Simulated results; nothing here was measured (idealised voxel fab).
process module | voxel wiring stack
cross-section cut | 170 nm wide | cells 5 nm
A cross-section is a grid of square cells, given in bands from the top down. A band is one or more rows of cells.
Each band's line starts with the height of the band's top and of its bottom, in nm. Then come its materials from left to right, each with its width in nm. One material with "throughout" fills the band from edge to edge. "air" is empty space.
Height 0 is the level under which the wafer as received is all one material. The lowest band goes on downwards, as in "0 down".
A width such as "30 to 40" changes by the same amount from each row of cells to the next, from the band's top row to its bottom row.
"no change" after a step means that no cell of the cross-section changed.
closed voids: empty space of 8 cells or more with no open way to the top, each as width x height at its distance from the left edge, in nm
after a step's settings: what the simulator itself notes on the step
overlay nm, on a step with a mask: how far to the right of its planned place the mask lay; to the left if negative
plan
1 op RECEIVE | material Si
2 op CONFORMAL_DEP | material SiO2 | thk nm 15
3 op DIRECTIONAL_DEP | material TiN | thk nm 5
4 op DIRECTIONAL_DEP | material W | thk nm 25
5 op MASKED_ETCH | tone cover | mask id METAL_1 | width nm 30 | pitch nm 45 | etch materials W | depth nm 25 | overlay nm 0
6 op MASKED_ETCH | tone cover | mask id METAL_1 | width nm 30 | pitch nm 45 | etch materials TiN | depth nm 5 | overlay nm 0
7 op CONFORMAL_DEP | material SiCN | thk nm 5
8 op FILL_DEP | material SiO2 | thk nm 5
9 op CMP | height nm 35
10 op CONFORMAL_DEP | material SiCN | thk nm 5
11 op DIRECTIONAL_DEP | material SiO2 | thk nm 30
12 op DIRECTIONAL_DEP | material aC | thk nm 15
13 op PATTERN | tone open | mask id METAL_2_HOLES | material resist | width nm 15 | pitch nm 90 | thk nm 35 | overlay nm 0
14 op DIRECTIONAL_ETCH | etch materials aC | depth nm 15
15 op STRIP | etch materials resist
16 op DIRECTIONAL_ETCH | etch materials SiO2 | depth nm 30
17 op STRIP | etch materials aC
18 op PATTERN | tone open | mask id METAL_2 | material resist | width nm 30 | pitch nm 45 | thk nm 15 | overlay nm 0
19 op DIRECTIONAL_ETCH | etch materials SiO2 | depth nm 15
20 op DIRECTIONAL_ETCH | etch materials SiCN | depth nm 5
21 op STRIP | etch materials resist
22 op CONFORMAL_DEP | material TiN | thk nm 5
23 op FILL_DEP | material Ru | thk nm 10
24 op CMP | height nm 80
25 op CONFORMAL_DEP | material SiCN | thk nm 5
varied across the wafers: height nm of step 9. The plan shows the first wafer's value. All wafers start alike
first wafer as received, after step 1
  0 down: Si throughout
  closed voids: none
each wafer at the end: cells of each material gained (+) or lost (-) since it was received, then its closed voids
height nm 35 | +78 Ru | +96 SiCN | +264 SiO2 | +86 TiN | +54 W | closed voids: none
height nm 40 | +44 Ru | +102 SiCN | +274 SiO2 | +86 TiN | +72 W | closed voids: none
height nm 45 | +32 Ru | +108 SiCN | +284 SiO2 | +64 TiN | +90 W | closed voids: none
height nm 50 | +20 Ru | +132 SiCN | +278 SiO2 | +58 TiN | +90 W | closed voids: none
height nm 55 | +8 Ru | +132 SiCN | +296 SiO2 | +52 TiN | +90 W | closed voids: none
